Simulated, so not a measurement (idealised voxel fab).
The process module that follows is named voxel lift off.
Each square cell in cross-section cut measures 5 nm, and the section as a whole is 295 nm wide.
Bands, listed from the top down, are how a cross-section gets written in this document; the cross-section itself is a grid of square cells, and a band is one or more rows of them. Band entry format. Leading values: height of top, height of bottom, nm. Remainder: materials in left-to-right order, each with its width in nm. Special words: "edge to edge" on a single material, which then fills the band edge to edge; "empty", empty space. Convention: height 0 is the level below which the wafer, as received, is all one material. The lowest band does not terminate at the bottom but continues downward, represented as "from 0 down". When a width is written as two numbers, as in "30->40", the first number is the width in the top row of cells of the band and the second is the width in its bottom row, and the width changes by the same amount from each row to the next. You'll sometimes find "nothing different" written for a step, and that's the way of saying that nowhere in the cross-section did a cell change during that step. "Fully closed voids" contains a list of empty spaces, each no smaller than 8 cells and without an open way to the top, written in the form width x height at distance with the distance from the left edge and all three in nm. On each step's line, the part that comes after the settings is the simulator's own comment on the step. overlay nm: mask right of planned place by this much (step with mask). Neg. = left.
## Planned process steps
1: RECEIVE | material Si
2: CONFORMAL_DEP | material SiO2 | thk nm 15
3: PATTERN | tone open | mask id LINES | material resist | width nm 20 | pitch nm 40 | thk nm 15 | overlay nm 0
4: DIRECTIONAL_DEP | material Ru | thk nm 5
5: STRIP | etch materials resist
6: CONFORMAL_DEP | material SiCN | thk nm 5
## First of two wafers, processed according to plan
## Cross-section of the wafer as it came to us, i.e., already through step 1
from 0 down: Si edge to edge
Fully closed voids: none
## Sectional view: wafer, after step 2
from 15 to 0: SiO2 edge to edge
Beneath the level 0, the cross-section is identical to its previous state.
## Sectional view: wafer, after step 3
from 30 to 15: 115 of resist, 20 of empty, 20 of resist, 20 of empty, 120 of resist
Beneath the level 15, the cross-section is identical to its previous state.
## Sectional view: wafer, after step 4
from 35 to 30: 115 of Ru, 20 of empty, 20 of Ru, 20 of empty, 120 of Ru
from 30 to 20: 115 of resist, 20 of empty, 20 of resist, 20 of empty, 120 of resist
from 20 to 15: 115 of resist, 20 of Ru, 20 of resist, 20 of Ru, 120 of resist
Beneath the level 15, the cross-section is identical to its previous state.
## Sectional view: wafer, after step 5
from 20 to 15: 115 of empty, 20 of Ru, 20 of empty, 20 of Ru, 120 of empty
Beneath the level 15, the cross-section is identical to its previous state.
## Sectional view: wafer, after step 6
from 25 to 20: 110 of empty, 30 of SiCN, 10 of empty, 30 of SiCN, 115 of empty
from 20 to 15: 115 of SiCN, 20 of Ru, 20 of SiCN, 20 of Ru, 120 of SiCN
Beneath the level 15, the cross-section is identical to its previous state.
## Wafer two of two - same starting point, same process plan, one mistake in execution; matches wafer one up to and including step 2
## Cross-sectional representation of the second wafer at the time designated in the plan for the completion of step 3
from 30 to 15: 115 of resist, 25 of empty, 15 of resist, 25 of empty, 115 of resist
Beneath the level 15, the cross-section is identical to its previous state.
## Cross-sectional representation of the second wafer at the time designated in the plan for the completion of step 4
from 35 to 30: 115 of Ru, 25 of empty, 15 of Ru, 25 of empty, 115 of Ru
from 30 to 20: 115 of resist, 25 of empty, 15 of resist, 25 of empty, 115 of resist
from 20 to 15: 115 of resist, 25 of Ru, 15 of resist, 25 of Ru, 115 of resist
Beneath the level 15, the cross-section is identical to its previous state.
## Cross-sectional representation of the second wafer at the time designated in the plan for the completion of step 5
from 20 to 15: 115 of empty, 25 of Ru, 15 of empty, 25 of Ru, 115 of empty
Beneath the level 15, the cross-section is identical to its previous state.
## Cross-sectional representation of the second wafer at the time designated in the plan for the completion of step 6
from 25 to 20: 110 of empty, 35 of SiCN, 5 of empty, 35 of SiCN, 110 of empty
from 20 to 15: 115 of SiCN, 25 of Ru, 15 of SiCN, 25 of Ru, 115 of SiCN
Beneath the level 15, the cross-section is identical to its previous state.
What broke from the plan during processing? step 3 did not happen as planned, as run it was PATTERN | tone open | mask id LINES | material resist | width nm 25 | pitch nm 40 | thk nm 15 | overlay nm 0
Bottom line after processing is that, in cells, the second wafer is up or down on some materials versus the first: +2 Ru
